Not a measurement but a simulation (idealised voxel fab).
process module | voxel self aligned contacts
cross-section cut | 210 nm wide | cells 5 nm
A cross-section is a grid of square cells, given in bands from the top down. A band is one or more rows of cells.
Each band's line starts with the height of the band's top and of its bottom, in nm. Then come its materials from left to right, each with its width in nm. One material with "throughout" fills the band from edge to edge. "air" is empty space.
Height 0 is the level under which the wafer as received is all one material. The lowest band goes on downwards, as in "0 down".
A width such as "30 to 40" changes by the same amount from each row of cells to the next, from the band's top row to its bottom row.
"no change" after a step means that no cell of the cross-section changed.
closed voids: empty space of 8 cells or more with no open way to the top, each as width x height at its distance from the left edge, in nm
after a step's settings: what the simulator itself notes on the step
overlay nm, on a step with a mask: how far to the right of its planned place the mask lay; to the left if negative
plan
1 op RECEIVE | material Si
2 op CONFORMAL_DEP | material SiO2 | thk nm 5
3 op DIRECTIONAL_DEP | material polySi | thk nm 20
4 op DIRECTIONAL_DEP | material SiN | thk nm 15
5 op DIRECTIONAL_DEP | material aC | thk nm 10
6 op PATTERN | tone cover | mask id GATE | material resist | width nm 35 | pitch nm 60 | thk nm 25 | overlay nm 0
7 op DIRECTIONAL_ETCH | etch materials aC | depth nm 10
8 op STRIP | etch materials resist
9 op DIRECTIONAL_ETCH | etch materials SiN | depth nm 15
10 op DIRECTIONAL_ETCH | etch materials polySi | depth nm 20
11 op STRIP | etch materials aC
12 op CONFORMAL_DEP | material SiN | thk nm 5
13 op DIRECTIONAL_ETCH | etch materials SiN | depth nm 5
14 op FILL_DEP | material SiO2 | thk nm 10
15 op CMP | height nm 45
16 op PATTERN | tone open | mask id CONTACT | material resist | width nm 35 | thk nm 15 | overlay nm 0
17 op DIRECTIONAL_ETCH | etch materials SiO2 | depth nm 45
18 op STRIP | etch materials resist
19 op CONFORMAL_DEP | material TiN | thk nm 5
20 op FILL_DEP | material W | thk nm 10
21 op CMP | height nm 45
22 op CONFORMAL_DEP | material SiCN | thk nm 5
varied across the wafers: thk nm of step 12. The plan shows the first wafer's value. All wafers start alike
first wafer as received, after step 1
  0 down: Si throughout
  closed voids: none
first wafer at the end, after step 22
  50 to 45: SiCN throughout
  45 to 40: SiO2 85 | TiN 15 | W 5 | TiN 15 | SiO2 90
  40 to 25: SiO2 50 | SiN 45 | TiN 5 | W 5 | TiN 5 | SiN 45 | SiO2 55
  25 to 5: SiO2 50 | SiN 5 | polySi 35 | SiN 5 | TiN 5 | W 5 | TiN 5 | SiN 5 | polySi 35 | SiN 5 | SiO2 55
  5 to 0: SiO2 95 | TiN 15 | SiO2 100
  0 down: Si throughout
  closed voids: none
last wafer at the end
  50 to 45: SiCN throughout
  45 to 25: SiO2 35 | SiN 135 | SiO2 40
  25 to 20: SiO2 35 | SiN 20 | polySi 35 | SiN 25 | polySi 35 | SiN 20 | SiO2 40
  20 to 5: SiN 55 | polySi 35 | SiN 25 | polySi 35 | SiN 60
  5 to 0: SiO2 throughout
  0 down: Si throughout
  closed voids: none
each wafer at the end: cells of each material gained (+) or lost (-) since it was received, then its closed voids
thk nm 5 | +42 SiCN | +70 SiN | +221 SiO2 | +23 TiN | +8 W | +56 polySi | closed voids: none
thk nm 10 | +42 SiCN | +140 SiN | +175 SiO2 | +7 TiN | +56 polySi | closed voids: none
thk nm 15 | +42 SiCN | +178 SiN | +144 SiO2 | +56 polySi | closed voids: none
thk nm 20 | +42 SiCN | +205 SiN | +117 SiO2 | +56 polySi | closed voids: none
